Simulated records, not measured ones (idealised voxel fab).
Process module in this document: voxel transistor to metal
Shown is cross-section cut, with a width of 170 nm and square cells of size 5 nm.
A cross-section is written here as square cells arranged in a grid, and it is given in bands from the top down, each band taking up one or more rows of cells. Heights first: top, then bottom, in nm. Then materials, left to right, each with a width in nm. "all across" on a single material: fills the band edge to edge. "air": empty space. Zero point of the height axis is 0; under it, received wafer = one material. Lowest band: continues down indefinitely, "z 0 and below". The expression "30 to 40" gives the width at the extremes of the band, the first number at its top row of cells and the second at its bottom row, with the width changing by equal amounts from each row to the next in between. For the purposes of this document, the phrase "same as before" attached to a step denotes that no cell within the cross-section was modified by that step. Listed in "Voids lacking openings": every empty space of 8 or more cells without an open way to the top. Form: width x height at distance, the distance being from the left edge, all in nm. What comes after the settings on a step's line is commentary from the simulator itself on that step. The "overlay nm" setting may appear on a step's line; for a step that uses a mask, it gives how far to the right of its planned position the mask lay, and a negative value indicates the left.
## The following list gives the planned process steps
1 RECEIVE (material Si)
2 CONFORMAL_DEP (material SiO2; thk nm 5)
3 CONFORMAL_DEP (material SiN; thk nm 15)
4 MASKED_ETCH (tone cover; mask id ACTIVE; width nm 95; etch materials SiN; depth nm 15; overlay nm 0)
5 MASKED_ETCH (tone cover; mask id ACTIVE; width nm 95; etch materials SiO2; depth nm 5; overlay nm 0)
6 MASKED_ETCH (tone cover; mask id ACTIVE; width nm 95; etch materials Si; depth nm 20; overlay nm 0)
7 OXIDIZE (depth nm 5)
8 FILL_DEP (material SiO2; thk nm 15)
9 CMP (height nm 20)
10 SELECTIVE_ETCH (etch materials SiO2; depth nm 10)
11 STRIP (etch materials SiN)
12 SELECTIVE_ETCH (etch materials SiO2; depth nm 5)
13 OXIDIZE (depth nm 5)
14 DIRECTIONAL_DEP (material polySi; thk nm 30)
15 DIRECTIONAL_DEP (material SiCN; thk nm 10)
16 PATTERN (tone cover; mask id GATE; material resist; width nm 15; thk nm 20; overlay nm 0)
17 DIRECTIONAL_ETCH (etch materials SiCN; depth nm 20)
18 DIRECTIONAL_ETCH (etch materials polySi; depth nm 40)
19 STRIP (etch materials resist)
20 CONFORMAL_DEP (material SiN; thk nm 10)
21 DIRECTIONAL_ETCH (etch materials SiN; depth nm 10)
22 DIRECTIONAL_ETCH (etch materials SiO2; depth nm 5)
23 DIRECTIONAL_ETCH (etch materials Si; depth nm 5)
24 EPI (material pSi; thk nm 10)
25 FILL_DEP (material SiO2; thk nm 5)
26 CMP (height nm 40)
27 DIRECTIONAL_DEP (material SiO2; thk nm 15)
28 MASKED_ETCH (tone open; mask id CONTACT; width nm 15; pitch nm 60; etch materials SiO2; depth nm 55; overlay nm 0)
29 CONFORMAL_DEP (material TiN; thk nm 5)
30 FILL_DEP (material Ru; thk nm 10)
31 CMP (height nm 55)
32 CONFORMAL_DEP (material SiN; thk nm 5)
33 DIRECTIONAL_DEP (material SiO2; thk nm 25)
34 PATTERN (tone open; mask id METAL_1; material resist; width nm 15; pitch nm 60; thk nm 15; overlay nm 0)
35 DIRECTIONAL_ETCH (etch materials SiO2; depth nm 25)
36 DIRECTIONAL_ETCH (etch materials SiN; depth nm 5)
37 STRIP (etch materials resist)
38 CONFORMAL_DEP (material TiN; thk nm 5)
39 FILL_DEP (material Cu; thk nm 5)
40 CMP (height nm 85)
41 CONFORMAL_DEP (material SiCN; thk nm 5)
## First wafer out of two, processed as planned
## Cross-section: wafer on arrival = after step 1
* z 0 and below | Si all across
* Voids lacking openings: none
## Cross-section of the wafer after step 2
* z 5 to 0 | SiO2 all across
* Anything lower than 0 is untouched.
## Cross-section of the wafer after step 3
* z 20 to 5 | SiN all across
* Anything lower than 5 is untouched.
## Cross-section of the wafer after step 4
* z 20 to 5 | 35 of air  95 of SiN  40 of air
* Anything lower than 5 is untouched.
## Cross-section of the wafer after step 5
* z 20 to 5 | 35 of air  95 of SiN  40 of air
* z 5 to 0 | 35 of air  95 of SiO2  40 of air
* Anything lower than 0 is untouched.
## Cross-section of the wafer after step 6
* z 20 to 5 | 35 of air  95 of SiN  40 of air
* z 5 to 0 | 35 of air  95 of SiO2  40 of air
* z 0 to -20 | 35 of air  95 of Si  40 of air
* Anything lower than -20 is untouched.
## Cross-section of the wafer after step 7
* z 20 to 5 | 35 of air  95 of SiN  40 of air
* z 5 to 0 | 35 of air  95 of SiO2  40 of air
* z 0 to -20 | 35 of air  5 of SiO2  85 of Si  5 of SiO2  40 of air
* z -20 to -25 | 40 of SiO2  85 of Si  45 of SiO2
* Anything lower than -25 is untouched.
## Cross-section of the wafer after step 8
* z 35 to 20 | SiO2 all across
* z 20 to 5 | 35 of SiO2  95 of SiN  40 of SiO2
* z 5 to 0 | SiO2 all across
* z 0 to -25 | 40 of SiO2  85 of Si  45 of SiO2
* Anything lower than -25 is untouched.
## Cross-section of the wafer after step 9
* z 20 to 5 | 35 of SiO2  95 of SiN  40 of SiO2
* Anything lower than 5 is untouched.
## Cross-section of the wafer after step 10
* z 20 to 10 | 35 of air  95 of SiN  40 of air
* Anything lower than 10 is untouched.
## Cross-section of the wafer after step 11
* z 10 to 5 | 35 of SiO2  95 of air  40 of SiO2
* Anything lower than 5 is untouched.
## Cross-section of the wafer after step 12
* z 5 to 0 | 30 of SiO2  105 of air  35 of SiO2
* Anything lower than 0 is untouched.
## Cross-section of the wafer after step 13
* z 5 to 0 | 30 of SiO2  105 of air  35 of SiO2
* z 0 to -5 | SiO2 all across
* Anything lower than -5 is untouched.
## Cross-section of the wafer after step 14
* z 35 to 30 | 30 of polySi  105 of air  35 of polySi
* z 30 to 5 | polySi all across
* z 5 to 0 | 30 of SiO2  105 of polySi  35 of SiO2
* Anything lower than 0 is untouched.
## Cross-section of the wafer after step 15
* z 45 to 40 | 30 of SiCN  105 of air  35 of SiCN
* z 40 to 35 | SiCN all across
* z 35 to 30 | 30 of polySi  105 of SiCN  35 of polySi
* Anything lower than 30 is untouched.
## Cross-section of the wafer after step 16
* z 65 to 45 | 75 of air  15 of resist  80 of air
* z 45 to 40 | 30 of SiCN  45 of air  15 of resist  45 of air  35 of SiCN
* Anything lower than 40 is untouched.
## Cross-section of the wafer after step 17
* z 65 to 40 | 75 of air  15 of resist  80 of air
* z 40 to 35 | 75 of air  15 of SiCN  80 of air
* z 35 to 30 | 30 of polySi  45 of air  15 of SiCN  45 of air  35 of polySi
* Anything lower than 30 is untouched.
## Cross-section of the wafer after step 18
* z 65 to 40 | 75 of air  15 of resist  80 of air
* z 40 to 30 | 75 of air  15 of SiCN  80 of air
* z 30 to 5 | 75 of air  15 of polySi  80 of air
* z 5 to 0 | 30 of SiO2  45 of air  15 of polySi  45 of air  35 of SiO2
* Anything lower than 0 is untouched.
## Cross-section of the wafer after step 19
* z 40 to 30 | 75 of air  15 of SiCN  80 of air
* Anything lower than 30 is untouched.
## Cross-section of the wafer after step 20
* z 50 to 40 | 65 of air  35 of SiN  70 of air
* z 40 to 30 | 65 of air  10 of SiN  15 of SiCN  10 of SiN  70 of air
* z 30 to 15 | 65 of air  10 of SiN  15 of polySi  10 of SiN  70 of air
* z 15 to 10 | 40 of SiN  25 of air  10 of SiN  15 of polySi  10 of SiN  25 of air  45 of SiN
* z 10 to 5 | 75 of SiN  15 of polySi  80 of SiN
* z 5 to 0 | 30 of SiO2  45 of SiN  15 of polySi  45 of SiN  35 of SiO2
* Anything lower than 0 is untouched.
## Cross-section of the wafer after step 21
* z 40 to 30 | 65 of air  10 of SiN  15 of SiCN  10 of SiN  70 of air
* z 30 to 5 | 65 of air  10 of SiN  15 of polySi  10 of SiN  70 of air
* z 5 to 0 | 30 of SiO2  10 of SiN  25 of air  10 of SiN  15 of polySi  10 of SiN  25 of air  10 of SiN  35 of SiO2
* Anything lower than 0 is untouched.
## Cross-section of the wafer after step 22
* z 40 to 30 | 65 of air  10 of SiN  15 of SiCN  10 of SiN  70 of air
* z 30 to 5 | 65 of air  10 of SiN  15 of polySi  10 of SiN  70 of air
* z 5 to 0 | 30 of air  10 of SiN  25 of air  10 of SiN  15 of polySi  10 of SiN  25 of air  10 of SiN  35 of air
* z 0 to -5 | 40 of SiO2  25 of air  35 of SiO2  25 of air  45 of SiO2
* Anything lower than -5 is untouched.
## Cross-section of the wafer after step 23
* z 40 to 30 | 65 of air  10 of SiN  15 of SiCN  10 of SiN  70 of air
* z 30 to 5 | 65 of air  10 of SiN  15 of polySi  10 of SiN  70 of air
* z 5 to 0 | 30 of air  10 of SiN  25 of air  10 of SiN  15 of polySi  10 of SiN  25 of air  10 of SiN  35 of air
* z 0 to -5 | 40 of SiO2  25 of air  35 of SiO2  25 of air  45 of SiO2
* z -5 to -10 | 40 of SiO2  25 of air  35 of Si  25 of air  45 of SiO2
* Anything lower than -10 is untouched.
## Cross-section of the wafer after step 24
* z 40 to 30 | 65 of air  10 of SiN  15 of SiCN  10 of SiN  70 of air
* z 30 to 5 | 65 of air  10 of SiN  15 of polySi  10 of SiN  70 of air
* z 5 to 0 | 30 of air  10 of SiN  15 of air  10 of pSi  10 of SiN  15 of polySi  10 of SiN  10 of pSi  15 of air  10 of SiN  35 of air
* z 0 to -5 | 40 of SiO2  25 of pSi  35 of SiO2  25 of pSi  45 of SiO2
* z -5 to -10 | 40 of SiO2  25 of pSi  35 of Si  25 of pSi  45 of SiO2
* Anything lower than -10 is untouched.
## Cross-section of the wafer after step 25
* z 45 to 40 | SiO2 all across
* z 40 to 30 | 65 of SiO2  10 of SiN  15 of SiCN  10 of SiN  70 of SiO2
* z 30 to 5 | 65 of SiO2  10 of SiN  15 of polySi  10 of SiN  70 of SiO2
* z 5 to 0 | 30 of SiO2  10 of SiN  15 of SiO2  10 of pSi  10 of SiN  15 of polySi  10 of SiN  10 of pSi  15 of SiO2  10 of SiN  35 of SiO2
* Anything lower than 0 is untouched.
## Cross-section of the wafer after step 26
* z 40 to 30 | 65 of SiO2  10 of SiN  15 of SiCN  10 of SiN  70 of SiO2
* Anything lower than 30 is untouched.
## Cross-section of the wafer after step 27
* z 55 to 40 | SiO2 all across
* Anything lower than 40 is untouched.
## Cross-section of the wafer after step 28
* z 55 to 40 | 45 of SiO2  15 of air  45 of SiO2  15 of air  50 of SiO2
* z 40 to 30 | 45 of SiO2  15 of air  5 of SiO2  10 of SiN  15 of SiCN  10 of SiN  5 of SiO2  15 of air  50 of SiO2
* z 30 to 5 | 45 of SiO2  15 of air  5 of SiO2  10 of SiN  15 of polySi  10 of SiN  5 of SiO2  15 of air  50 of SiO2
* z 5 to 0 | 30 of SiO2  10 of SiN  5 of SiO2  10 of air  10 of pSi  10 of SiN  15 of polySi  10 of SiN  10 of pSi  10 of air  5 of SiO2  10 of SiN  35 of SiO2
* Anything lower than 0 is untouched.
## Cross-section of the wafer after step 29
* z 60 to 55 | 50 of TiN  5 of air  55 of TiN  5 of air  55 of TiN
* z 55 to 40 | 45 of SiO2  5 of TiN  5 of air  5 of TiN  45 of SiO2  5 of TiN  5 of air  5 of TiN  50 of SiO2
* z 40 to 30 | 45 of SiO2  5 of TiN  5 of air  5 of TiN  5 of SiO2  10 of SiN  15 of SiCN  10 of SiN  5 of SiO2  5 of TiN  5 of air  5 of TiN  50 of SiO2
* z 30 to 10 | 45 of SiO2  5 of TiN  5 of air  5 of TiN  5 of SiO2  10 of SiN  15 of polySi  10 of SiN  5 of SiO2  5 of TiN  5 of air  5 of TiN  50 of SiO2
* z 10 to 5 | 45 of SiO2  15 of TiN  5 of SiO2  10 of SiN  15 of polySi  10 of SiN  5 of SiO2  15 of TiN  50 of SiO2
* z 5 to 0 | 30 of SiO2  10 of SiN  5 of SiO2  10 of TiN  10 of pSi  10 of SiN  15 of polySi  10 of SiN  10 of pSi  10 of TiN  5 of SiO2  10 of SiN  35 of SiO2
* Anything lower than 0 is untouched.
## Cross-section of the wafer after step 30
* z 70 to 60 | Ru all across
* z 60 to 55 | 50 of TiN  5 of Ru  55 of TiN  5 of Ru  55 of TiN
* z 55 to 40 | 45 of SiO2  5 of TiN  5 of Ru  5 of TiN  45 of SiO2  5 of TiN  5 of Ru  5 of TiN  50 of SiO2
* z 40 to 30 | 45 of SiO2  5 of TiN  5 of Ru  5 of TiN  5 of SiO2  10 of SiN  15 of SiCN  10 of SiN  5 of SiO2  5 of TiN  5 of Ru  5 of TiN  50 of SiO2
* z 30 to 10 | 45 of SiO2  5 of TiN  5 of Ru  5 of TiN  5 of SiO2  10 of SiN  15 of polySi  10 of SiN  5 of SiO2  5 of TiN  5 of Ru  5 of TiN  50 of SiO2
* Anything lower than 10 is untouched.
## Cross-section of the wafer after step 31
* z 55 to 40 | 45 of SiO2  5 of TiN  5 of Ru  5 of TiN  45 of SiO2  5 of TiN  5 of Ru  5 of TiN  50 of SiO2
* Anything lower than 40 is untouched.
## Cross-section of the wafer after step 32
* z 60 to 55 | SiN all across
* Anything lower than 55 is untouched.
## Cross-section of the wafer after step 33
* z 85 to 60 | SiO2 all across
* Anything lower than 60 is untouched.
## Cross-section of the wafer after step 34
* z 100 to 85 | 45 of resist  15 of air  45 of resist  15 of air  50 of resist
* Anything lower than 85 is untouched.
## Cross-section of the wafer after step 35
* z 100 to 85 | 45 of resist  15 of air  45 of resist  15 of air  50 of resist
* z 85 to 60 | 45 of SiO2  15 of air  45 of SiO2  15 of air  50 of SiO2
* Anything lower than 60 is untouched.
## Cross-section of the wafer after step 36
* z 100 to 85 | 45 of resist  15 of air  45 of resist  15 of air  50 of resist
* z 85 to 60 | 45 of SiO2  15 of air  45 of SiO2  15 of air  50 of SiO2
* z 60 to 55 | 45 of SiN  15 of air  45 of SiN  15 of air  50 of SiN
* Anything lower than 55 is untouched.
## Cross-section of the wafer after step 37
* z 85 to 60 | 45 of SiO2  15 of air  45 of SiO2  15 of air  50 of SiO2
* Anything lower than 60 is untouched.
## Cross-section of the wafer after step 38
* z 90 to 85 | 50 of TiN  5 of air  55 of TiN  5 of air  55 of TiN
* z 85 to 60 | 45 of SiO2  5 of TiN  5 of air  5 of TiN  45 of SiO2  5 of TiN  5 of air  5 of TiN  50 of SiO2
* z 60 to 55 | 45 of SiN  15 of TiN  45 of SiN  15 of TiN  50 of SiN
* Anything lower than 55 is untouched.
## Cross-section of the wafer after step 39
* z 95 to 90 | Cu all across
* z 90 to 85 | 50 of TiN  5 of Cu  55 of TiN  5 of Cu  55 of TiN
* z 85 to 60 | 45 of SiO2  5 of TiN  5 of Cu  5 of TiN  45 of SiO2  5 of TiN  5 of Cu  5 of TiN  50 of SiO2
* Anything lower than 60 is untouched.
## Cross-section of the wafer after step 40
* z 85 to 60 | 45 of SiO2  5 of TiN  5 of Cu  5 of TiN  45 of SiO2  5 of TiN  5 of Cu  5 of TiN  50 of SiO2
* Anything lower than 60 is untouched.
## Cross-section of the wafer after step 41
* z 90 to 85 | SiCN all across
* Anything lower than 85 is untouched.
## Second Wafer (Identical Start and Plan, One Processing Error; Matches First Wafer Through Step 15)
## Second wafer: cross-section at the scheduled end of step 16
* z 65 to 45 | 75 of resist  15 of air  80 of resist
* z 45 to 40 | 30 of SiCN  45 of resist  15 of air  45 of resist  35 of SiCN
* Anything lower than 40 is untouched.
## Second wafer: cross-section at the scheduled end of step 17
* z 65 to 45 | 75 of resist  15 of air  80 of resist
* z 45 to 40 | 30 of SiCN  45 of resist  15 of air  45 of resist  35 of SiCN
* z 40 to 35 | 75 of SiCN  15 of air  80 of SiCN
* z 35 to 30 | 30 of polySi  45 of SiCN  15 of air  45 of SiCN  35 of polySi
* Anything lower than 30 is untouched.
## Second wafer: cross-section at the scheduled end of step 18
* z 65 to 45 | 75 of resist  15 of air  80 of resist
* z 45 to 40 | 30 of SiCN  45 of resist  15 of air  45 of resist  35 of SiCN
* z 40 to 35 | 75 of SiCN  15 of air  80 of SiCN
* z 35 to 30 | 30 of polySi  45 of SiCN  15 of air  45 of SiCN  35 of polySi
* z 30 to 5 | 75 of polySi  15 of air  80 of polySi
* z 5 to 0 | 30 of SiO2  45 of polySi  15 of air  45 of polySi  35 of SiO2
* Anything lower than 0 is untouched.
## Second wafer: cross-section at the scheduled end of step 19
* z 45 to 35 | 30 to 75 of SiCN  105 to 15 of air  35 to 80 of SiCN
* Anything lower than 35 is untouched.
## Second wafer: cross-section at the scheduled end of step 20
* z 55 to 50 | 40 of SiN  85 of air  45 of SiN
* z 50 to 45 | SiN all across
* z 45 to 35 | 30 to 75 of SiCN  105 to 15 of SiN  35 to 80 of SiCN
* z 35 to 30 | 30 of polySi  45 of SiCN  15 of SiN  45 of SiCN  35 of polySi
* z 30 to 5 | 75 of polySi  15 of SiN  80 of polySi
* z 5 to 0 | 30 of SiO2  45 of polySi  15 of SiN  45 of polySi  35 of SiO2
* Anything lower than 0 is untouched.
## Second wafer: cross-section at the scheduled end of step 21
* z 45 to 40 | 30 of SiCN  10 of SiN  85 of air  10 of SiN  35 of SiCN
* Anything lower than 40 is untouched.
Second wafer: cross-section at the scheduled end of step 22: same as before
Second wafer: cross-section at the scheduled end of step 23: same as before
Second wafer: cross-section at the scheduled end of step 24: same as before
## Second wafer: cross-section at the scheduled end of step 25
* z 50 to 45 | SiO2 all across
* z 45 to 40 | 30 of SiCN  10 of SiN  85 of SiO2  10 of SiN  35 of SiCN
* Anything lower than 40 is untouched.
## Second wafer: cross-section at the scheduled end of step 26
* z 40 to 35 | 75 of SiCN  15 of SiN  80 of SiCN
* Anything lower than 35 is untouched.
## Second wafer: cross-section at the scheduled end of step 27
* z 55 to 40 | SiO2 all across
* Anything lower than 40 is untouched.
## Second wafer: cross-section at the scheduled end of step 28
* z 55 to 40 | 45 of SiO2  15 of air  45 of SiO2  15 of air  50 of SiO2
* Anything lower than 40 is untouched.
## Second wafer: cross-section at the scheduled end of step 29
* z 60 to 55 | 50 of TiN  5 of air  55 of TiN  5 of air  55 of TiN
* z 55 to 45 | 45 of SiO2  5 of TiN  5 of air  5 of TiN  45 of SiO2  5 of TiN  5 of air  5 of TiN  50 of SiO2
* z 45 to 40 | 45 of SiO2  15 of TiN  45 of SiO2  15 of TiN  50 of SiO2
* Anything lower than 40 is untouched.
## Second wafer: cross-section at the scheduled end of step 30
* z 70 to 60 | Ru all across
* z 60 to 55 | 50 of TiN  5 of Ru  55 of TiN  5 of Ru  55 of TiN
* z 55 to 45 | 45 of SiO2  5 of TiN  5 of Ru  5 of TiN  45 of SiO2  5 of TiN  5 of Ru  5 of TiN  50 of SiO2
* Anything lower than 45 is untouched.
## Second wafer: cross-section at the scheduled end of step 31
* z 55 to 45 | 45 of SiO2  5 of TiN  5 of Ru  5 of TiN  45 of SiO2  5 of TiN  5 of Ru  5 of TiN  50 of SiO2
* Anything lower than 45 is untouched.
## Second wafer: cross-section at the scheduled end of step 32
* z 60 to 55 | SiN all across
* Anything lower than 55 is untouched.
## Second wafer: cross-section at the scheduled end of step 33
* z 85 to 60 | SiO2 all across
* Anything lower than 60 is untouched.
## Second wafer: cross-section at the scheduled end of step 34
* z 100 to 85 | 45 of resist  15 of air  45 of resist  15 of air  50 of resist
* Anything lower than 85 is untouched.
## Second wafer: cross-section at the scheduled end of step 35
* z 100 to 85 | 45 of resist  15 of air  45 of resist  15 of air  50 of resist
* z 85 to 60 | 45 of SiO2  15 of air  45 of SiO2  15 of air  50 of SiO2
* Anything lower than 60 is untouched.
## Second wafer: cross-section at the scheduled end of step 36
* z 100 to 85 | 45 of resist  15 of air  45 of resist  15 of air  50 of resist
* z 85 to 60 | 45 of SiO2  15 of air  45 of SiO2  15 of air  50 of SiO2
* z 60 to 55 | 45 of SiN  15 of air  45 of SiN  15 of air  50 of SiN
* Anything lower than 55 is untouched.
## Second wafer: cross-section at the scheduled end of step 37
* z 85 to 60 | 45 of SiO2  15 of air  45 of SiO2  15 of air  50 of SiO2
* Anything lower than 60 is untouched.
## Second wafer: cross-section at the scheduled end of step 38
* z 90 to 85 | 50 of TiN  5 of air  55 of TiN  5 of air  55 of TiN
* z 85 to 60 | 45 of SiO2  5 of TiN  5 of air  5 of TiN  45 of SiO2  5 of TiN  5 of air  5 of TiN  50 of SiO2
* z 60 to 55 | 45 of SiN  15 of TiN  45 of SiN  15 of TiN  50 of SiN
* Anything lower than 55 is untouched.
## Second wafer: cross-section at the scheduled end of step 39
* z 95 to 90 | Cu all across
* z 90 to 85 | 50 of TiN  5 of Cu  55 of TiN  5 of Cu  55 of TiN
* z 85 to 60 | 45 of SiO2  5 of TiN  5 of Cu  5 of TiN  45 of SiO2  5 of TiN  5 of Cu  5 of TiN  50 of SiO2
* Anything lower than 60 is untouched.
## Second wafer: cross-section at the scheduled end of step 40
* z 85 to 60 | 45 of SiO2  5 of TiN  5 of Cu  5 of TiN  45 of SiO2  5 of TiN  5 of Cu  5 of TiN  50 of SiO2
* Anything lower than 60 is untouched.
## Second wafer: cross-section at the scheduled end of step 41
* z 90 to 85 | SiCN all across
* Anything lower than 85 is untouched.
Deviation from plan: step 16 was processed under conditions differing from the plan, specifically as PATTERN (tone open; mask id GATE; material resist; width nm 15; thk nm 20; overlay nm 0)
Final tally in cells, some materials are higher or lower on the second wafer than on the first: Ru: 14 fewer | Si: 10 more | SiCN: 43 more | SiN: 12 fewer | SiO2: 139 fewer | TiN: 32 fewer | pSi: 24 fewer | polySi: 168 more
